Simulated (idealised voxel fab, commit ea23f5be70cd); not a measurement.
This section sets out a process module, namely voxel gate over fins.
The cross-section on display is named cut; it measures 140 nm wide, and its cells are 5 nm squares.
Cross-section = grid of square cells, listed top down in bands; band = one or more rows. The entry gives the band's vertical extent as a top height and a bottom height in nm, then its horizontal make-up as materials from left to right, each with a width in nm. "air" stands for empty space; a single material marked "everywhere" fills the band edge to edge. Beneath 0, the wafer as received is one material, and that level is where height counting begins. The lowest band goes on downward without a bottom; it is written like "0 nm and below". It should be noted that a width expressed as "30 to 40" varies in equal increments from row to row of cells within the band, taking the value of the first number at the top row and that of the second number at the bottom row. It should be understood that the words "no change occurred", when stated for a given step, signify that the cross-section underwent no change in any of its cells during that step. If an empty space has no open way to the top and is at least 8 cells in size, "Enclosed void inventory" lists it, written width x height at distance, where distance is measured from the left edge and every value is in nm. If you see something after the settings on a step's line, that's the simulator's own remark about that step. overlay nm: mask right of planned place by this much (step with mask). Neg. = left.
**The process steps that were planned are listed below**
1: RECEIVE: material Si
2: CONFORMAL_DEP: material SiN, thk nm 5
3: MASKED_ETCH: tone cover, mask id FINS, width nm 15, pitch nm 45, etch materials SiN, depth nm 5, overlay nm 0
4: MASKED_ETCH: tone cover, mask id FINS, width nm 15, pitch nm 45, etch materials Si, depth nm 40, overlay nm 0
5: OXIDIZE: depth nm 5
6: FILL_DEP: material SiO2, thk nm 5
7: CMP: height nm 5
8: SELECTIVE_ETCH: etch materials SiO2, depth nm 20
9: STRIP: etch materials SiN
10: CONFORMAL_DEP: material HfO2, thk nm 5
11: CONFORMAL_DEP: material TiN, thk nm 5
12: FILL_DEP: material W, thk nm 15
13: CMP: height nm 20
14: CONFORMAL_DEP: material SiN, thk nm 10
**The following pertains to the first of two wafers, which was processed as planned**
**Here's what the wafer looked like in cross-section when it arrived - that's after step 1**
	0 nm and below | Si everywhere
	Enclosed void inventory: none
**How the wafer stands in section after step 2**
	5 nm to 0 nm | SiN everywhere
	Whatever lies below 0 is exactly as it was before.
**How the wafer stands in section after step 3**
	5 nm to 0 nm | air 15, SiN 15, air 30, SiN 15, air 30, SiN 15, air 20
	Whatever lies below 0 is exactly as it was before.
**How the wafer stands in section after step 4**
	5 nm to 0 nm | air 15, SiN 15, air 30, SiN 15, air 30, SiN 15, air 20
	0 nm to -40 nm | air 15, Si 15, air 30, Si 15, air 30, Si 15, air 20
	Whatever lies below -40 is exactly as it was before.
**How the wafer stands in section after step 5**
	5 nm to 0 nm | air 15, SiN 15, air 30, SiN 15, air 30, SiN 15, air 20
	0 nm to -40 nm | air 15, SiO2 5, Si 5, SiO2 5, air 30, SiO2 5, Si 5, SiO2 5, air 30, SiO2 5, Si 5, SiO2 5, air 20
	-40 nm to -45 nm | SiO2 20, Si 5, SiO2 40, Si 5, SiO2 40, Si 5, SiO2 25
	Whatever lies below -45 is exactly as it was before.
**How the wafer stands in section after step 6**
	10 nm to 5 nm | SiO2 everywhere
	5 nm to 0 nm | SiO2 15, SiN 15, SiO2 30, SiN 15, SiO2 30, SiN 15, SiO2 20
	0 nm to -45 nm | SiO2 20, Si 5, SiO2 40, Si 5, SiO2 40, Si 5, SiO2 25
	Whatever lies below -45 is exactly as it was before.
**How the wafer stands in section after step 7**
	5 nm to 0 nm | SiO2 15, SiN 15, SiO2 30, SiN 15, SiO2 30, SiN 15, SiO2 20
	Whatever lies below 0 is exactly as it was before.
**How the wafer stands in section after step 8**
	5 nm to 0 nm | air 15, SiN 15, air 30, SiN 15, air 30, SiN 15, air 20
	0 nm to -15 nm | air 20, Si 5, air 40, Si 5, air 40, Si 5, air 25
	Whatever lies below -15 is exactly as it was before.
**How the wafer stands in section after step 9**
	0 nm to -15 nm | air 20, Si 5, air 40, Si 5, air 40, Si 5, air 25
	Whatever lies below -15 is exactly as it was before.
**How the wafer stands in section after step 10**
	5 nm to 0 nm | air 15, HfO2 15, air 30, HfO2 15, air 30, HfO2 15, air 20
	0 nm to -10 nm | air 15, HfO2 5, Si 5, HfO2 5, air 30, HfO2 5, Si 5, HfO2 5, air 30, HfO2 5, Si 5, HfO2 5, air 20
	-10 nm to -15 nm | HfO2 20, Si 5, HfO2 40, Si 5, HfO2 40, Si 5, HfO2 25
	Whatever lies below -15 is exactly as it was before.
**How the wafer stands in section after step 11**
	10 nm to 5 nm | air 10, TiN 25, air 20, TiN 25, air 20, TiN 25, air 15
	5 nm to 0 nm | air 10, TiN 5, HfO2 15, TiN 5, air 20, TiN 5, HfO2 15, TiN 5, air 20, TiN 5, HfO2 15, TiN 5, air 15
	0 nm to -5 nm | air 10, TiN 5, HfO2 5, Si 5, HfO2 5, TiN 5, air 20, TiN 5, HfO2 5, Si 5, HfO2 5, TiN 5, air 20, TiN 5, HfO2 5, Si 5, HfO2 5, TiN 5, air 15
	-5 nm to -10 nm | TiN 15, HfO2 5, Si 5, HfO2 5, TiN 30, HfO2 5, Si 5, HfO2 5, TiN 30, HfO2 5, Si 5, HfO2 5, TiN 20
	Whatever lies below -10 is exactly as it was before.
**How the wafer stands in section after step 12**
	25 nm to 10 nm | W everywhere
	10 nm to 5 nm | W 10, TiN 25, W 20, TiN 25, W 20, TiN 25, W 15
	5 nm to 0 nm | W 10, TiN 5, HfO2 15, TiN 5, W 20, TiN 5, HfO2 15, TiN 5, W 20, TiN 5, HfO2 15, TiN 5, W 15
	0 nm to -5 nm | W 10, TiN 5, HfO2 5, Si 5, HfO2 5, TiN 5, W 20, TiN 5, HfO2 5, Si 5, HfO2 5, TiN 5, W 20, TiN 5, HfO2 5, Si 5, HfO2 5, TiN 5, W 15
	Whatever lies below -5 is exactly as it was before.
**How the wafer stands in section after step 13**
	20 nm to 10 nm | W everywhere
	Whatever lies below 10 is exactly as it was before.
**How the wafer stands in section after step 14**
	30 nm to 20 nm | SiN everywhere
	Whatever lies below 20 is exactly as it was before.
**Second wafer, same starting conditions and recipe as the first, one mistake in executing it, nothing differs from the first up to and including step 13**
**X-section, second wafer, when step 14 was due to finish**
	30 nm to 10 nm | W everywhere
	Whatever lies below 10 is exactly as it was before.
Run error: step 14, actual vs plan mismatch, actual run CONFORMAL_DEP: material W, thk nm 10
Counted in cells at the end, the second wafer holds more or fewer of these materials than the first: -56 SiN | +56 W
